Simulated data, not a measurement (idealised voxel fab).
Name of the process module below: voxel self aligned vias
Cross-section cut: width 220 nm, square cells of 5 nm.
This document writes a cross-section as a grid whose cells are square, and gives it as bands, listed from the top down; one or more rows of cells form a band. In this notation a band is specified by the heights of its top and bottom, in that order and in nm, after which its materials appear from left to right, each paired with its width in nm. The word "everywhere" attached to a single material means that material fills the band from edge to edge; the word "empty" stands for empty space. Heights from 0 (as-received wafer is one material below). Bottom band endless downward, as "z 0 and below". Quick explanation for "30 to 40": the width changes in equal steps down the rows of cells, from the first number in the band's top row to the second number in its bottom row. No cell of the cross-section changed in a step that is given as "everything unchanged". Sealed voids: empty space of 8 cells or more with no open way to the top, each as width x height at its distance from the left edge, in nm. Post-settings text on a step line: simulator's own remark regarding the step. overlay nm: on a step with a mask, how far right of its planned place the mask lay; negative means left.

# List of planned process steps
1. RECEIVE [material Si]
2. CONFORMAL_DEP [material SiO2] [thk nm 10]
3. CONFORMAL_DEP [material SiCN] [thk nm 5]
4. DIRECTIONAL_DEP [material SiO2] [thk nm 20]
5. MASKED_ETCH [tone open] [mask id LINES] [width nm 25] [pitch nm 65] [etch materials SiO2] [depth nm 20] [overlay nm 0]
6. CONFORMAL_DEP [material TiN] [thk nm 5]
7. FILL_DEP [material W] [thk nm 10]
8. CMP [height nm 35]
9. SELECTIVE_ETCH [etch materials W Ru TiN] [depth nm 5]
10. FILL_DEP [material SiN] [thk nm 5]
11. CMP [height nm 35]
12. DIRECTIONAL_DEP [material SiO2] [thk nm 15]
13. MASKED_ETCH [tone open] [mask id VIAS] [width nm 35] [etch materials SiO2] [depth nm 15] [overlay nm 0]
14. MASKED_ETCH [tone open] [mask id VIAS] [width nm 35] [etch materials SiN] [depth nm 5] [overlay nm 0]
15. CONFORMAL_DEP [material TiN] [thk nm 5]
16. FILL_DEP [material Cu] [thk nm 5]
17. CMP [height nm 50]
18. CONFORMAL_DEP [material SiCN] [thk nm 5]

# Incoming wafer, cross-sectional view, post step 1
z 0 and below  Si everywhere
Sealed voids: none

# Looking at the first of two wafers in cross-section at end of module - ran to plan
z 55 to 50  SiCN everywhere
z 50 to 40  60 of SiO2  5 of TiN  25 of Cu  5 of TiN  125 of SiO2
z 40 to 35  60 of SiO2  10 of TiN  15 of Cu  10 of TiN  125 of SiO2
z 35 to 30  65 of SiO2  25 of TiN  40 of SiO2  25 of SiN  65 of SiO2
z 30 to 20  65 of SiO2  5 of TiN  15 of W  5 of TiN  40 of SiO2  5 of TiN  15 of W  5 of TiN  65 of SiO2
z 20 to 15  65 of SiO2  25 of TiN  40 of SiO2  25 of TiN  65 of SiO2
z 15 to 10  SiCN everywhere
z 10 to 0  SiO2 everywhere
z 0 and below  Si everywhere
Sealed voids: none

# Cross-sectional view of the second of two wafers upon completion of the module. This wafer shared its starting condition and process plan with the first; one error was made during its execution
z 55 to 50  SiCN everywhere
z 50 to 40  60 of SiO2  5 of TiN  25 of Cu  5 of TiN  125 of SiO2
z 40 to 35  60 of SiO2  35 of TiN  125 of SiO2
z 35 to 30  SiCN everywhere
z 30 to 0  SiO2 everywhere
z 0 and below  Si everywhere
Sealed voids: none
Which mistake was made when the wafer was run? mixed up steps 3 and 4 - ran each in the other's place
Final wafer comparison in cells, second versus first, more or fewer per material: 3 fewer of Cu; 5 fewer of SiN; 40 more of SiO2; 20 fewer of TiN; 12 fewer of W
